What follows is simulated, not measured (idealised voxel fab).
The following is a process module called voxel released beams.
Shown is cross-section cut, with a width of 170 nm and square cells of size 5 nm.
A cross-section is written here as square cells arranged in a grid, and it is given in bands from the top down, each band taking up one or more rows of cells.
Quick guide to a band line: top height, bottom height (nm) up front; then every material left to right with its width in nm. Only one material and it's marked "all across"? Then it fills the band edge to edge. And "blank" just means empty space.
Height datum 0, below which the as-received substrate wafer is one material. Lowest band open at the bottom, running downward: "from 0 down".
So if you see something like "30..40" for the width, read it as the top row of the band sitting at the first number and the bottom row at the second, with every row in between moving by the same amount as the last.
"stayed the same" after a step means that no cell of the cross-section changed.
The list in "Closed internal cavities" covers empty spaces of 8 cells or more that cannot reach the top through any open way, and it gives each as width x height at distance; the distance is from the left edge, and width, height and distance are in nm.
On a step's line, text after the settings is the simulator commenting on that step.
overlay nm: mask right of planned place by this much (step with mask). Neg. = left.
## Planned step list for the process
1,RECEIVE (material Si)
2,CONFORMAL_DEP (material Al2O3; thk nm 10)
3,DIRECTIONAL_DEP (material SiO2; thk nm 20)
4,PATTERN (tone open; mask id ANCHOR; material resist; width nm 30; thk nm 20; overlay nm 0)
5,DIRECTIONAL_ETCH (etch materials SiO2; depth nm 20)
6,STRIP (etch materials resist)
7,CONFORMAL_DEP (material W; thk nm 10)
8,PATTERN (tone cover; mask id BEAM; material resist; width nm 75; thk nm 15; overlay nm 0)
9,DIRECTIONAL_ETCH (etch materials W; depth nm 10)
10,STRIP (etch materials resist)
11,STRIP (etch materials SiO2)
## Step 1 complete: cross-section of the wafer as received
    from 0 down | Si all across
    Closed internal cavities: none
## Cross-section at module end, one run error; start and plan unchanged from above
    from 40 to 30 | blank 55  W 5  blank 10  W 60  blank 40
    from 30 to 20 | blank 50  W 10  blank 10  W 10  blank 90
    from 20 to 10 | blank 50  W 30  blank 90
    from 10 to 0 | Al2O3 all across
    from 0 down | Si all across
    Closed internal cavities: none
Deviation from plan: for step 8, the planned setting was not used; the step was instead run as PATTERN (tone cover; mask id BEAM; material resist; width nm 75; thk nm 15; overlay nm 10)
